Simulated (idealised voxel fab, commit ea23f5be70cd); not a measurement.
process module | voxel transistor to metal
cross-section cut | 165 nm wide | cells 5 nm
A cross-section is a grid of square cells, given in bands from the top down. A band is one or more rows of cells.
Each band's line starts with the height of the band's top and of its bottom, in nm. Then come its materials from left to right, each with its width in nm. One material with "throughout" fills the band from edge to edge. "air" is empty space.
Height 0 is the level under which the wafer as received is all one material. The lowest band goes on downwards, as in "0 down".
A width such as "30 to 40" changes by the same amount from each row of cells to the next, from the band's top row to its bottom row.
"no change" after a step means that no cell of the cross-section changed.
closed voids: empty space of 8 cells or more with no open way to the top, each as width x height at its distance from the left edge, in nm
after a step's settings: what the simulator itself notes on the step
overlay nm, on a step with a mask: how far to the right of its planned place the mask lay; to the left if negative
plan
1 op RECEIVE | material Si
2 op CONFORMAL_DEP | material SiO2 | thk nm 5
3 op CONFORMAL_DEP | material SiN | thk nm 15
4 op MASKED_ETCH | tone cover | mask id ACTIVE | width nm 105 | etch materials SiN | depth nm 15 | overlay nm 0
5 op MASKED_ETCH | tone cover | mask id ACTIVE | width nm 105 | etch materials SiO2 | depth nm 5 | overlay nm 0
6 op MASKED_ETCH | tone cover | mask id ACTIVE | width nm 105 | etch materials Si | depth nm 25 | overlay nm 0
7 op FILL_DEP | material SiO2 | thk nm 15
8 op CMP | height nm 20
9 op SELECTIVE_ETCH | etch materials SiO2 | depth nm 10
10 op STRIP | etch materials SiN
11 op SELECTIVE_ETCH | etch materials SiO2 | depth nm 5
12 op OXIDIZE | depth nm 5
13 op DIRECTIONAL_DEP | material polySi | thk nm 20
14 op DIRECTIONAL_DEP | material SiCN | thk nm 15
15 op DIRECTIONAL_DEP | material aC | thk nm 10
16 op PATTERN | tone cover | mask id GATE | material resist | width nm 35 | thk nm 25 | overlay nm 0
17 op DIRECTIONAL_ETCH | etch materials aC | depth nm 10
18 op STRIP | etch materials resist
19 op DIRECTIONAL_ETCH | etch materials SiCN | depth nm 25
20 op DIRECTIONAL_ETCH | etch materials polySi | depth nm 30
21 op STRIP | etch materials aC
22 op CONFORMAL_DEP | material SiO2 | thk nm 5
23 op DIRECTIONAL_ETCH | etch materials SiO2 | depth nm 5
24 op CONFORMAL_DEP | material SiN | thk nm 10
25 op DIRECTIONAL_ETCH | etch materials SiN | depth nm 10
26 op DIRECTIONAL_ETCH | etch materials SiO2 | depth nm 5
27 op DIRECTIONAL_ETCH | etch materials Si | depth nm 5
28 op EPI | material nSi | thk nm 10
29 op FILL_DEP | material SiO2 | thk nm 10
30 op CMP | height nm 20
31 op STRIP | etch materials polySi
32 op SELECTIVE_ETCH | etch materials SiO2 | depth nm 5
33 op CONFORMAL_DEP | material HfO2 | thk nm 5
34 op CONFORMAL_DEP | material TiN | thk nm 5
35 op FILL_DEP | material W | thk nm 10
36 op CMP | height nm 15
37 op DIRECTIONAL_DEP | material SiO2 | thk nm 10
38 op MASKED_ETCH | tone open | mask id CONTACT | width nm 15 | pitch nm 80 | etch materials SiO2 | depth nm 20 | overlay nm 0
39 op CONFORMAL_DEP | material TiN | thk nm 5
40 op FILL_DEP | material W | thk nm 5
41 op CMP | height nm 25
42 op CONFORMAL_DEP | material SiCN | thk nm 5
43 op DIRECTIONAL_DEP | material SiO2 | thk nm 20
44 op DIRECTIONAL_DEP | material aC | thk nm 10
45 op PATTERN | tone open | mask id METAL_1 | material resist | width nm 15 | pitch nm 80 | thk nm 25 | overlay nm 0
46 op DIRECTIONAL_ETCH | etch materials aC | depth nm 10
47 op STRIP | etch materials resist
48 op DIRECTIONAL_ETCH | etch materials SiO2 | depth nm 20
49 op DIRECTIONAL_ETCH | etch materials SiCN | depth nm 5
50 op STRIP | etch materials aC
51 op CONFORMAL_DEP | material TiN | thk nm 5
52 op FILL_DEP | material Cu | thk nm 10
53 op CMP | height nm 50
54 op CONFORMAL_DEP | material SiCN | thk nm 5
55 op DIRECTIONAL_DEP | material lowk | thk nm 25
56 op MASKED_ETCH | tone open | mask id METAL_2 | width nm 15 | pitch nm 80 | etch materials lowk | depth nm 15 | overlay nm 0
57 op MASKED_ETCH | tone open | mask id METAL_2_HOLES | width nm 15 | pitch nm 80 | etch materials lowk | depth nm 10 | overlay nm 0
58 op MASKED_ETCH | tone open | mask id METAL_2_HOLES | width nm 15 | pitch nm 80 | etch materials SiCN | depth nm 5 | overlay nm 0
59 op CONFORMAL_DEP | material TiN | thk nm 5
60 op FILL_DEP | material Ru | thk nm 5
61 op CMP | height nm 80
62 op CONFORMAL_DEP | material SiCN | thk nm 5
first wafer, as planned
as received, after step 1
  0 down: Si throughout
  closed voids: none
after step 2
  5 to 0: SiO2 throughout
  below 0: unchanged
after step 3
  20 to 5: SiN throughout
  below 5: unchanged
after step 4
  20 to 5: air 30 | SiN 105 | air 30
  below 5: unchanged
after step 5
  20 to 5: air 30 | SiN 105 | air 30
  5 to 0: air 30 | SiO2 105 | air 30
  below 0: unchanged
after step 6
  20 to 5: air 30 | SiN 105 | air 30
  5 to 0: air 30 | SiO2 105 | air 30
  0 to -25: air 30 | Si 105 | air 30
  below -25: unchanged
after step 7
  35 to 20: SiO2 throughout
  20 to 5: SiO2 30 | SiN 105 | SiO2 30
  5 to 0: SiO2 throughout
  0 to -25: SiO2 30 | Si 105 | SiO2 30
  below -25: unchanged
after step 8
  20 to 5: SiO2 30 | SiN 105 | SiO2 30
  below 5: unchanged
after step 9
  20 to 10: air 30 | SiN 105 | air 30
  below 10: unchanged
after step 10
  10 to 5: SiO2 30 | air 105 | SiO2 30
  below 5: unchanged
after step 11
  5 to 0: SiO2 25 | air 115 | SiO2 25
  below 0: unchanged
after step 12
  5 to 0: SiO2 25 | air 115 | SiO2 25
  0 to -5: SiO2 throughout
  below -5: unchanged
after step 13
  25 to 20: polySi 25 | air 115 | polySi 25
  20 to 5: polySi throughout
  5 to 0: SiO2 25 | polySi 115 | SiO2 25
  below 0: unchanged
after step 14
  40 to 35: SiCN 25 | air 115 | SiCN 25
  35 to 25: SiCN throughout
  25 to 20: polySi 25 | SiCN 115 | polySi 25
  below 20: unchanged
after step 15
  50 to 45: aC 25 | air 115 | aC 25
  45 to 40: aC throughout
  40 to 35: SiCN 25 | aC 115 | SiCN 25
  below 35: unchanged
after step 16
  75 to 50: air 65 | resist 35 | air 65
  50 to 45: aC 25 | air 40 | resist 35 | air 40 | aC 25
  below 45: unchanged
after step 17
  65 to 45: air 65 | resist 35 | air 65
  45 to 40: air 65 | aC 35 | air 65
  40 to 35: SiCN 25 | air 40 | aC 35 | air 40 | SiCN 25
  below 35: unchanged
after step 18
  45 to 40: air 65 | aC 35 | air 65
  below 40: unchanged
after step 19
  45 to 35: air 65 | aC 35 | air 65
  35 to 25: air 65 | SiCN 35 | air 65
  25 to 20: polySi 25 | air 40 | SiCN 35 | air 40 | polySi 25
  below 20: unchanged
after step 20
  45 to 35: air 65 | aC 35 | air 65
  35 to 20: air 65 | SiCN 35 | air 65
  20 to 5: air 65 | polySi 35 | air 65
  5 to 0: SiO2 25 | air 40 | polySi 35 | air 40 | SiO2 25
  below 0: unchanged
after step 21
  35 to 20: air 65 | SiCN 35 | air 65
  below 20: unchanged
after step 22
  40 to 35: air 60 | SiO2 45 | air 60
  35 to 20: air 60 | SiO2 5 | SiCN 35 | SiO2 5 | air 60
  20 to 10: air 60 | SiO2 5 | polySi 35 | SiO2 5 | air 60
  10 to 5: SiO2 30 | air 30 | SiO2 5 | polySi 35 | SiO2 5 | air 30 | SiO2 30
  5 to 0: SiO2 65 | polySi 35 | SiO2 65
  below 0: unchanged
after step 23
  35 to 20: air 60 | SiO2 5 | SiCN 35 | SiO2 5 | air 60
  20 to 5: air 60 | SiO2 5 | polySi 35 | SiO2 5 | air 60
  5 to 0: SiO2 30 | air 30 | SiO2 5 | polySi 35 | SiO2 5 | air 30 | SiO2 30
  below 0: unchanged
after step 24
  45 to 35: air 50 | SiN 65 | air 50
  35 to 20: air 50 | SiN 10 | SiO2 5 | SiCN 35 | SiO2 5 | SiN 10 | air 50
  20 to 15: air 50 | SiN 10 | SiO2 5 | polySi 35 | SiO2 5 | SiN 10 | air 50
  15 to 10: SiN 40 | air 10 | SiN 10 | SiO2 5 | polySi 35 | SiO2 5 | SiN 10 | air 10 | SiN 40
  10 to 5: SiN 60 | SiO2 5 | polySi 35 | SiO2 5 | SiN 60
  5 to 0: SiO2 30 | SiN 30 | SiO2 5 | polySi 35 | SiO2 5 | SiN 30 | SiO2 30
  below 0: unchanged
after step 25
  35 to 20: air 50 | SiN 10 | SiO2 5 | SiCN 35 | SiO2 5 | SiN 10 | air 50
  20 to 5: air 50 | SiN 10 | SiO2 5 | polySi 35 | SiO2 5 | SiN 10 | air 50
  5 to 0: SiO2 30 | SiN 10 | air 10 | SiN 10 | SiO2 5 | polySi 35 | SiO2 5 | SiN 10 | air 10 | SiN 10 | SiO2 30
  below 0: unchanged
after step 26
  35 to 30: air 50 | SiN 10 | air 5 | SiCN 35 | air 5 | SiN 10 | air 50
  30 to 20: air 50 | SiN 10 | SiO2 5 | SiCN 35 | SiO2 5 | SiN 10 | air 50
  20 to 5: air 50 | SiN 10 | SiO2 5 | polySi 35 | SiO2 5 | SiN 10 | air 50
  5 to 0: air 30 | SiN 10 | air 10 | SiN 10 | SiO2 5 | polySi 35 | SiO2 5 | SiN 10 | air 10 | SiN 10 | air 30
  0 to -5: SiO2 40 | air 10 | SiO2 65 | air 10 | SiO2 40
  below -5: unchanged
after step 27
  35 to 30: air 50 | SiN 10 | air 5 | SiCN 35 | air 5 | SiN 10 | air 50
  30 to 20: air 50 | SiN 10 | SiO2 5 | SiCN 35 | SiO2 5 | SiN 10 | air 50
  20 to 5: air 50 | SiN 10 | SiO2 5 | polySi 35 | SiO2 5 | SiN 10 | air 50
  5 to 0: air 30 | SiN 10 | air 10 | SiN 10 | SiO2 5 | polySi 35 | SiO2 5 | SiN 10 | air 10 | SiN 10 | air 30
  0 to -5: SiO2 40 | air 10 | SiO2 65 | air 10 | SiO2 40
  -5 to -10: SiO2 30 | Si 10 | air 10 | Si 65 | air 10 | Si 10 | SiO2 30
  below -10: unchanged
after step 28
  35 to 30: air 50 | SiN 10 | air 5 | SiCN 35 | air 5 | SiN 10 | air 50
  30 to 20: air 50 | SiN 10 | SiO2 5 | SiCN 35 | SiO2 5 | SiN 10 | air 50
  20 to 5: air 50 | SiN 10 | SiO2 5 | polySi 35 | SiO2 5 | SiN 10 | air 50
  5 to 0: air 30 | SiN 10 | nSi 10 | SiN 10 | SiO2 5 | polySi 35 | SiO2 5 | SiN 10 | nSi 10 | SiN 10 | air 30
  0 to -5: SiO2 40 | nSi 10 | SiO2 65 | nSi 10 | SiO2 40
  -5 to -10: SiO2 30 | Si 10 | nSi 10 | Si 65 | nSi 10 | Si 10 | SiO2 30
  below -10: unchanged
after step 29
  45 to 35: SiO2 throughout
  35 to 20: SiO2 50 | SiN 10 | SiO2 5 | SiCN 35 | SiO2 5 | SiN 10 | SiO2 50
  20 to 5: SiO2 50 | SiN 10 | SiO2 5 | polySi 35 | SiO2 5 | SiN 10 | SiO2 50
  5 to 0: SiO2 30 | SiN 10 | nSi 10 | SiN 10 | SiO2 5 | polySi 35 | SiO2 5 | SiN 10 | nSi 10 | SiN 10 | SiO2 30
  below 0: unchanged
after step 30
  20 to 5: SiO2 50 | SiN 10 | SiO2 5 | polySi 35 | SiO2 5 | SiN 10 | SiO2 50
  below 5: unchanged
after step 31
  20 to 5: SiO2 50 | SiN 10 | SiO2 5 | air 35 | SiO2 5 | SiN 10 | SiO2 50
  5 to 0: SiO2 30 | SiN 10 | nSi 10 | SiN 10 | SiO2 5 | air 35 | SiO2 5 | SiN 10 | nSi 10 | SiN 10 | SiO2 30
  below 0: unchanged
after step 32
  20 to 15: air 50 | SiN 10 | air 45 | SiN 10 | air 50
  15 to 5: SiO2 50 | SiN 10 | air 45 | SiN 10 | SiO2 50
  5 to 0: SiO2 30 | SiN 10 | nSi 10 | SiN 10 | air 45 | SiN 10 | nSi 10 | SiN 10 | SiO2 30
  0 to -5: SiO2 40 | nSi 10 | SiO2 10 | air 45 | SiO2 10 | nSi 10 | SiO2 40
  below -5: unchanged
after step 33
  25 to 20: air 45 | HfO2 20 | air 35 | HfO2 20 | air 45
  20 to 15: HfO2 50 | SiN 10 | HfO2 5 | air 35 | HfO2 5 | SiN 10 | HfO2 50
  15 to 5: SiO2 50 | SiN 10 | HfO2 5 | air 35 | HfO2 5 | SiN 10 | SiO2 50
  5 to 0: SiO2 30 | SiN 10 | nSi 10 | SiN 10 | HfO2 5 | air 35 | HfO2 5 | SiN 10 | nSi 10 | SiN 10 | SiO2 30
  0 to -5: SiO2 40 | nSi 10 | SiO2 10 | HfO2 45 | SiO2 10 | nSi 10 | SiO2 40
  below -5: unchanged
after step 34
  30 to 25: air 40 | TiN 30 | air 25 | TiN 30 | air 40
  25 to 20: TiN 45 | HfO2 20 | TiN 5 | air 25 | TiN 5 | HfO2 20 | TiN 45
  20 to 15: HfO2 50 | SiN 10 | HfO2 5 | TiN 5 | air 25 | TiN 5 | HfO2 5 | SiN 10 | HfO2 50
  15 to 5: SiO2 50 | SiN 10 | HfO2 5 | TiN 5 | air 25 | TiN 5 | HfO2 5 | SiN 10 | SiO2 50
  5 to 0: SiO2 30 | SiN 10 | nSi 10 | SiN 10 | HfO2 5 | TiN 35 | HfO2 5 | SiN 10 | nSi 10 | SiN 10 | SiO2 30
  below 0: unchanged
after step 35
  40 to 30: W throughout
  30 to 25: W 40 | TiN 30 | W 25 | TiN 30 | W 40
  25 to 20: TiN 45 | HfO2 20 | TiN 5 | W 25 | TiN 5 | HfO2 20 | TiN 45
  20 to 15: HfO2 50 | SiN 10 | HfO2 5 | TiN 5 | W 25 | TiN 5 | HfO2 5 | SiN 10 | HfO2 50
  15 to 5: SiO2 50 | SiN 10 | HfO2 5 | TiN 5 | W 25 | TiN 5 | HfO2 5 | SiN 10 | SiO2 50
  below 5: unchanged
after step 36
  15 to 5: SiO2 50 | SiN 10 | HfO2 5 | TiN 5 | W 25 | TiN 5 | HfO2 5 | SiN 10 | SiO2 50
  below 5: unchanged
after step 37
  25 to 15: SiO2 throughout
  below 15: unchanged
after step 38
  25 to 15: SiO2 35 | air 15 | SiO2 65 | air 15 | SiO2 35
  15 to 5: SiO2 35 | air 15 | SiN 10 | HfO2 5 | TiN 5 | W 25 | TiN 5 | HfO2 5 | SiN 10 | air 15 | SiO2 35
  below 5: unchanged
after step 39
  30 to 25: TiN 40 | air 5 | TiN 75 | air 5 | TiN 40
  25 to 15: SiO2 35 | TiN 5 | air 5 | TiN 5 | SiO2 65 | TiN 5 | air 5 | TiN 5 | SiO2 35
  15 to 10: SiO2 35 | TiN 5 | air 5 | TiN 5 | SiN 10 | HfO2 5 | TiN 5 | W 25 | TiN 5 | HfO2 5 | SiN 10 | TiN 5 | air 5 | TiN 5 | SiO2 35
  10 to 5: SiO2 35 | TiN 15 | SiN 10 | HfO2 5 | TiN 5 | W 25 | TiN 5 | HfO2 5 | SiN 10 | TiN 15 | SiO2 35
  below 5: unchanged
after step 40
  35 to 30: W throughout
  30 to 25: TiN 40 | W 5 | TiN 75 | W 5 | TiN 40
  25 to 15: SiO2 35 | TiN 5 | W 5 | TiN 5 | SiO2 65 | TiN 5 | W 5 | TiN 5 | SiO2 35
  15 to 10: SiO2 35 | TiN 5 | W 5 | TiN 5 | SiN 10 | HfO2 5 | TiN 5 | W 25 | TiN 5 | HfO2 5 | SiN 10 | TiN 5 | W 5 | TiN 5 | SiO2 35
  below 10: unchanged
after step 41
  25 to 15: SiO2 35 | TiN 5 | W 5 | TiN 5 | SiO2 65 | TiN 5 | W 5 | TiN 5 | SiO2 35
  below 15: unchanged
after step 42
  30 to 25: SiCN throughout
  below 25: unchanged
after step 43
  50 to 30: SiO2 throughout
  below 30: unchanged
after step 44
  60 to 50: aC throughout
  below 50: unchanged
after step 45
  85 to 60: resist 35 | air 15 | resist 65 | air 15 | resist 35
  below 60: unchanged
after step 46
  75 to 60: resist 35 | air 15 | resist 65 | air 15 | resist 35
  60 to 50: aC 35 | air 15 | aC 65 | air 15 | aC 35
  below 50: unchanged
after step 47
  60 to 50: aC 35 | air 15 | aC 65 | air 15 | aC 35
  below 50: unchanged
after step 48
  60 to 50: aC 35 | air 15 | aC 65 | air 15 | aC 35
  50 to 30: SiO2 35 | air 15 | SiO2 65 | air 15 | SiO2 35
  below 30: unchanged
after step 49
  60 to 50: aC 35 | air 15 | aC 65 | air 15 | aC 35
  50 to 30: SiO2 35 | air 15 | SiO2 65 | air 15 | SiO2 35
  30 to 25: SiCN 35 | air 15 | SiCN 65 | air 15 | SiCN 35
  below 25: unchanged
after step 50
  50 to 30: SiO2 35 | air 15 | SiO2 65 | air 15 | SiO2 35
  below 30: unchanged
after step 51
  55 to 50: TiN 40 | air 5 | TiN 75 | air 5 | TiN 40
  50 to 30: SiO2 35 | TiN 5 | air 5 | TiN 5 | SiO2 65 | TiN 5 | air 5 | TiN 5 | SiO2 35
  30 to 25: SiCN 35 | TiN 15 | SiCN 65 | TiN 15 | SiCN 35
  below 25: unchanged
after step 52
  65 to 55: Cu throughout
  55 to 50: TiN 40 | Cu 5 | TiN 75 | Cu 5 | TiN 40
  50 to 30: SiO2 35 | TiN 5 | Cu 5 | TiN 5 | SiO2 65 | TiN 5 | Cu 5 | TiN 5 | SiO2 35
  below 30: unchanged
after step 53
  50 to 30: SiO2 35 | TiN 5 | Cu 5 | TiN 5 | SiO2 65 | TiN 5 | Cu 5 | TiN 5 | SiO2 35
  below 30: unchanged
after step 54
  55 to 50: SiCN throughout
  below 50: unchanged
after step 55
  80 to 55: lowk throughout
  below 55: unchanged
after step 56
  80 to 65: lowk 35 | air 15 | lowk 65 | air 15 | lowk 35
  below 65: unchanged
after step 57
  80 to 55: lowk 35 | air 15 | lowk 65 | air 15 | lowk 35
  below 55: unchanged
after step 58
  80 to 55: lowk 35 | air 15 | lowk 65 | air 15 | lowk 35
  55 to 50: SiCN 35 | air 15 | SiCN 65 | air 15 | SiCN 35
  below 50: unchanged
after step 59
  85 to 80: TiN 40 | air 5 | TiN 75 | air 5 | TiN 40
  80 to 55: lowk 35 | TiN 5 | air 5 | TiN 5 | lowk 65 | TiN 5 | air 5 | TiN 5 | lowk 35
  55 to 50: SiCN 35 | TiN 15 | SiCN 65 | TiN 15 | SiCN 35
  below 50: unchanged
after step 60
  90 to 85: Ru throughout
  85 to 80: TiN 40 | Ru 5 | TiN 75 | Ru 5 | TiN 40
  80 to 55: lowk 35 | TiN 5 | Ru 5 | TiN 5 | lowk 65 | TiN 5 | Ru 5 | TiN 5 | lowk 35
  below 55: unchanged
after step 61
  80 to 55: lowk 35 | TiN 5 | Ru 5 | TiN 5 | lowk 65 | TiN 5 | Ru 5 | TiN 5 | lowk 35
  below 55: unchanged
after step 62
  85 to 80: SiCN throughout
  below 80: unchanged
second wafer: like start, like plan, one mistake. Through step 53 it matches the first wafer
when step 54 should have ended
  55 to 50: HfO2 throughout
  below 50: unchanged
when step 55 should have ended
  80 to 55: lowk throughout
  below 55: unchanged
when step 56 should have ended
  80 to 65: lowk 35 | air 15 | lowk 65 | air 15 | lowk 35
  below 65: unchanged
when step 57 should have ended
  80 to 55: lowk 35 | air 15 | lowk 65 | air 15 | lowk 35
  below 55: unchanged
when step 58 should have ended: no change
when step 59 should have ended
  85 to 80: TiN 40 | air 5 | TiN 75 | air 5 | TiN 40
  80 to 60: lowk 35 | TiN 5 | air 5 | TiN 5 | lowk 65 | TiN 5 | air 5 | TiN 5 | lowk 35
  60 to 55: lowk 35 | TiN 15 | lowk 65 | TiN 15 | lowk 35
  below 55: unchanged
when step 60 should have ended
  90 to 85: Ru throughout
  85 to 80: TiN 40 | Ru 5 | TiN 75 | Ru 5 | TiN 40
  80 to 60: lowk 35 | TiN 5 | Ru 5 | TiN 5 | lowk 65 | TiN 5 | Ru 5 | TiN 5 | lowk 35
  below 60: unchanged
when step 61 should have ended
  80 to 60: lowk 35 | TiN 5 | Ru 5 | TiN 5 | lowk 65 | TiN 5 | Ru 5 | TiN 5 | lowk 35
  below 60: unchanged
when step 62 should have ended
  85 to 80: SiCN throughout
  below 80: unchanged
what went wrong: step 54 ran as: op CONFORMAL_DEP | material HfO2 | thk nm 5
at the end the second wafer has, in cells: 33 more of HfO2 | 2 fewer of Ru | 27 fewer of SiCN | 4 fewer of TiN
